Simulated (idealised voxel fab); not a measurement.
This is a process module. Its name is voxel wiring stack.
Each square cell in cross-section cut measures 5 nm, and the section as a whole is 270 nm wide.
Think of the cross-section as a grid of square cells. We describe it in bands, top to bottom, and each band covers one or more rows of those cells. Each band's line starts with the height of the band's top and of its bottom, in nm. Then come its materials from left to right, each with its width in nm. One material with "all across" fills the band from edge to edge. "empty" is empty space. The reference from which all heights are counted is 0, the level beneath which the as-received wafer is entirely one material; the lowest band, having no lower bound, proceeds downward and is written after the example "0 nm and below". When a width is written as two numbers, as in "30->40", the first number is the width in the top row of cells of the band and the second is the width in its bottom row, and the width changes by the same amount from each row to the next. "no alterations made" for a step: no cell of the cross-section changed in that step. What "Closed void listing" gives you is every empty space of 8 cells or more that is cut off from the top. Each appears as width x height at distance, with the distance taken from the left edge and width, height and distance all in nm. What comes after the settings on a step's line is commentary from the simulator itself on that step. For masked steps, "overlay nm" on the step line gives how far right of plan the mask actually lay; a minus sign means it lay to the left.
# Intended process steps
| 1 | RECEIVE (material Si) |
| 2 | CONFORMAL_DEP (material SiO2; thk nm 15) |
| 3 | DIRECTIONAL_DEP (material TiN; thk nm 5) |
| 4 | DIRECTIONAL_DEP (material Ru; thk nm 20) |
| 5 | MASKED_ETCH (tone cover; mask id METAL_1; width nm 25; pitch nm 45; etch materials Ru; depth nm 20; overlay nm 0) |
| 6 | MASKED_ETCH (tone cover; mask id METAL_1; width nm 25; pitch nm 45; etch materials TiN; depth nm 5; overlay nm 0) |
| 7 | CONFORMAL_DEP (material SiCN; thk nm 5) |
| 8 | FILL_DEP (material SiO2; thk nm 10) |
| 9 | CMP (height nm 40) |
| 10 | CONFORMAL_DEP (material SiCN; thk nm 5) |
| 11 | DIRECTIONAL_DEP (material lowk; thk nm 30) |
| 12 | DIRECTIONAL_DEP (material aC; thk nm 10) |
| 13 | PATTERN (tone open; mask id METAL_2_HOLES; material resist; width nm 15; pitch nm 45; thk nm 25; overlay nm 0) |
| 14 | DIRECTIONAL_ETCH (etch materials aC; depth nm 10) |
| 15 | STRIP (etch materials resist) |
| 16 | DIRECTIONAL_ETCH (etch materials lowk; depth nm 30) |
| 17 | STRIP (etch materials aC) |
| 18 | MASKED_ETCH (tone open; mask id METAL_2; width nm 25; pitch nm 45; etch materials lowk; depth nm 15; overlay nm 0) |
| 19 | MASKED_ETCH (tone open; mask id METAL_2; width nm 25; pitch nm 45; etch materials SiCN; depth nm 5; overlay nm 0) |
| 20 | CONFORMAL_DEP (material TiN; thk nm 5) |
| 21 | FILL_DEP (material Ru; thk nm 10) |
| 22 | CMP (height nm 75) |
| 23 | CONFORMAL_DEP (material SiCN; thk nm 5) |
| 24 | DIRECTIONAL_DEP (material lowk; thk nm 10) |
| 25 | PATTERN (tone open; mask id PLUG_2; material resist; width nm 15; pitch nm 45; thk nm 20; overlay nm 0) |
| 26 | DIRECTIONAL_ETCH (etch materials lowk; depth nm 10) |
| 27 | DIRECTIONAL_ETCH (etch materials SiCN; depth nm 5) |
| 28 | STRIP (etch materials resist) |
| 29 | EPI (material Ru; thk nm 10) |
| 30 | EPI (material Ru; thk nm 5) |
| 31 | DIRECTIONAL_DEP (material TiN; thk nm 5) |
| 32 | DIRECTIONAL_DEP (material W; thk nm 25) |
| 33 | MASKED_ETCH (tone cover; mask id METAL_3; width nm 25; pitch nm 45; etch materials W; depth nm 25; overlay nm 0) |
| 34 | MASKED_ETCH (tone cover; mask id METAL_3; width nm 25; pitch nm 45; etch materials TiN; depth nm 5; overlay nm 0) |
| 35 | FILL_DEP (material lowk; thk nm 10) |
| 36 | CMP (height nm 120) |
| 37 | CONFORMAL_DEP (material SiCN; thk nm 5) |
# Cross-section of the incoming wafer, state after step 1
	0 nm and below: Si all across
	Closed void listing: none
# This is how the wafer looks in cross-section once the module is done, given the starting state and plan above and one mistake in carrying the plan out
	120 nm to 115 nm: SiCN all across
	115 nm to 95 nm: 75 of lowk  25 of W  20 of lowk  25 of W  20 of lowk  25 of W  80 of lowk
	95 nm to 90 nm: 75 of lowk  25 of TiN  20 of lowk  25 of TiN  20 of lowk  25 of TiN  80 of lowk
	90 nm to 80 nm: 75 of lowk  15 of Ru  30 of lowk  15 of Ru  30 of lowk  15 of Ru  90 of lowk
	80 nm to 75 nm: 75 of SiCN  15 of Ru  30 of SiCN  15 of Ru  30 of SiCN  15 of Ru  90 of SiCN
	75 nm to 65 nm: 75 of lowk  5 of TiN  15 of Ru  5 of TiN  20 of lowk  5 of TiN  15 of Ru  5 of TiN  20 of lowk  5 of TiN  15 of Ru  5 of TiN  80 of lowk
	65 nm to 60 nm: 75 of lowk  5 of TiN  5 of Ru  15 of TiN  20 of lowk  5 of TiN  5 of Ru  15 of TiN  20 of lowk  5 of TiN  5 of Ru  15 of TiN  80 of lowk
	60 nm to 45 nm: 75 of lowk  5 of TiN  5 of Ru  5 of TiN  30 of lowk  5 of TiN  5 of Ru  5 of TiN  30 of lowk  5 of TiN  5 of Ru  5 of TiN  90 of lowk
	45 nm to 40 nm: 75 of SiCN  15 of TiN  30 of SiCN  15 of TiN  30 of SiCN  15 of TiN  90 of SiCN
	40 nm to 20 nm: 70 of SiO2  5 of SiCN  25 of Ru  5 of SiCN  10 of SiO2  5 of SiCN  25 of Ru  5 of SiCN  10 of SiO2  5 of SiCN  25 of Ru  5 of SiCN  75 of SiO2
	20 nm to 15 nm: 75 of SiCN  25 of TiN  20 of SiCN  25 of TiN  20 of SiCN  25 of TiN  80 of SiCN
	15 nm to 0 nm: SiO2 all across
	0 nm and below: Si all across
	Closed void listing: none
Deviation noted in wafer processing: heads up, step 36 didn't go per plan, it actually ran as CMP (height nm 115)
